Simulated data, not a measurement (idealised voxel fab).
Proc. module: voxel self aligned contacts
It is cross-section cut that appears here, measuring 205 nm in width, its square cells being 5 nm in size.
Heads up, the way a cross-section reads in here is a grid of square cells, handed over as bands from the top down, with every band being one or more rows of cells. Read a band's entry like this: the first values are the height of its top and the height of its bottom in nm, and what follows is the sequence of materials from left to right, each with its width in nm. Note that "blank" is empty space, and that a single material marked "throughout" reaches across the band from edge to edge. Height datum 0, below which the as-received substrate wafer is one material. Lowest band open at the bottom, running downward: "0..down". Quick explanation for "30->40": the width changes in equal steps down the rows of cells, from the first number in the band's top row to the second number in its bottom row. The designation "remained the same", where it is given for a processing step, indicates that no cell of the cross-section was altered in the course of that step. "Enclosed internal voids": empty spaces of 8 cells or more with no open way to the top, each given as width x height at distance, distance from the left edge, all in nm. Where a step's line continues beyond its settings, the continuation is a remark by the simulator itself on that step. The line of a step may include "overlay nm". On a step with a mask, this value is how far to the right of its planned place the mask lay. A negative value means the mask lay to the left.
Set out below are the planned steps of the process:
1 op RECEIVE | material Si
2 op CONFORMAL_DEP | material SiO2 | thk nm 5
3 op DIRECTIONAL_DEP | material polySi | thk nm 20
4 op DIRECTIONAL_DEP | material SiN | thk nm 15
5 op MASKED_ETCH | tone cover | mask id GATE | width nm 30 | pitch nm 65 | etch materials SiN | depth nm 15 | overlay nm 0
6 op MASKED_ETCH | tone cover | mask id GATE | width nm 20 | pitch nm 65 | etch materials polySi | depth nm 20 | overlay nm 0
7 op CONFORMAL_DEP | material SiN | thk nm 5
8 op DIRECTIONAL_ETCH | etch materials SiN | depth nm 5
9 op FILL_DEP | material SiO2 | thk nm 20
10 op CMP | height nm 50
11 op DIRECTIONAL_DEP | material aC | thk nm 10
12 op PATTERN | tone open | mask id CONTACT | material resist | width nm 45 | thk nm 25 | overlay nm 0
13 op DIRECTIONAL_ETCH | etch materials aC | depth nm 10
14 op STRIP | etch materials resist
15 op DIRECTIONAL_ETCH | etch materials SiO2 | depth nm 50
16 op STRIP | etch materials aC
17 op CONFORMAL_DEP | material TiN | thk nm 5
18 op FILL_DEP | material W | thk nm 10
19 op CMP | height nm 50
20 op CONFORMAL_DEP | material SiN | thk nm 5
The width nm used in step 6 is not the same on every wafer, whereas the starting condition is; the value printed in the plan is the first wafer's.
Received wafers, first of several: cross-section after step 1:
> 0..down = Si throughout
> Enclosed internal voids: none
The rows of the table below are wafers. Looking at the end of the module, a row counts, for every material, the cells the wafer has gained, shown as (+), or lost, shown as (-), since it was received; its closed voids come next:
width nm 20 | +105 SiN | +240 SiO2 | +27 TiN | +31 W | +48 polySi | Enclosed internal voids: none
width nm 25 | +105 SiN | +240 SiO2 | +27 TiN | +31 W | +48 polySi | Enclosed internal voids: none
width nm 30 | +105 SiN | +240 SiO2 | +27 TiN | +31 W | +48 polySi | Enclosed internal voids: none
width nm 35 | +105 SiN | +237 SiO2 | +27 TiN | +26 W | +56 polySi | Enclosed internal voids: none
width nm 40 | +105 SiN | +234 SiO2 | +27 TiN | +21 W | +64 polySi | Enclosed internal voids: none
width nm 45 | +105 SiN | +231 SiO2 | +27 TiN | +16 W | +72 polySi | Enclosed internal voids: none
